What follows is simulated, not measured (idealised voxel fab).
process module | voxel lift off
cross-section cut | 285 nm wide | cells 5 nm
A cross-section is a grid of square cells, given in bands from the top down. A band is one or more rows of cells.
Each band's line starts with the height of the band's top and of its bottom, in nm. Then come its materials from left to right, each with its width in nm. One material with "throughout" fills the band from edge to edge. "air" is empty space.
Height 0 is the level under which the wafer as received is all one material. The lowest band goes on downwards, as in "0 down".
A width such as "30 to 40" changes by the same amount from each row of cells to the next, from the band's top row to its bottom row.
"no change" after a step means that no cell of the cross-section changed.
closed voids: empty space of 8 cells or more with no open way to the top, each as width x height at its distance from the left edge, in nm
after a step's settings: what the simulator itself notes on the step
overlay nm, on a step with a mask: how far to the right of its planned place the mask lay; to the left if negative
plan
1 op RECEIVE | material Si
2 op CONFORMAL_DEP | material SiO2 | thk nm 5
3 op PATTERN | tone open | mask id LINES | material resist | width nm 15 | pitch nm 30 | thk nm 20 | overlay nm 0
4 op DIRECTIONAL_DEP | material Ru | thk nm 10
5 op STRIP | etch materials resist
6 op CONFORMAL_DEP | material SiO2 | thk nm 5
as received, after step 1
  0 down: Si throughout
  closed voids: none
first wafer at the end, as planned
  20 to 15: air 100 | SiO2 25 | air 5 | SiO2 25 | air 5 | SiO2 25 | air 100
  15 to 10: air 100 | SiO2 5 | Ru 15 | SiO2 5 | air 5 | SiO2 5 | Ru 15 | SiO2 5 | air 5 | SiO2 5 | Ru 15 | SiO2 5 | air 100
  10 to 5: SiO2 105 | Ru 15 | SiO2 15 | Ru 15 | SiO2 15 | Ru 15 | SiO2 105
  5 to 0: SiO2 throughout
  0 down: Si throughout
  closed voids: none
second wafer at the end: like start, like plan, one mistake
  30 to 20: air 90 | SiO2 105 | air 90
  20 to 15: SiO2 throughout
  15 to 5: SiO2 105 | Ru 15 | SiO2 15 | Ru 15 | SiO2 15 | Ru 15 | SiO2 105
  5 to 0: SiO2 throughout
  0 down: Si throughout
  closed voids: none
what went wrong: step 6 ran as: op CONFORMAL_DEP | material SiO2 | thk nm 15
at the end the second wafer has, in cells: 126 more of SiO2
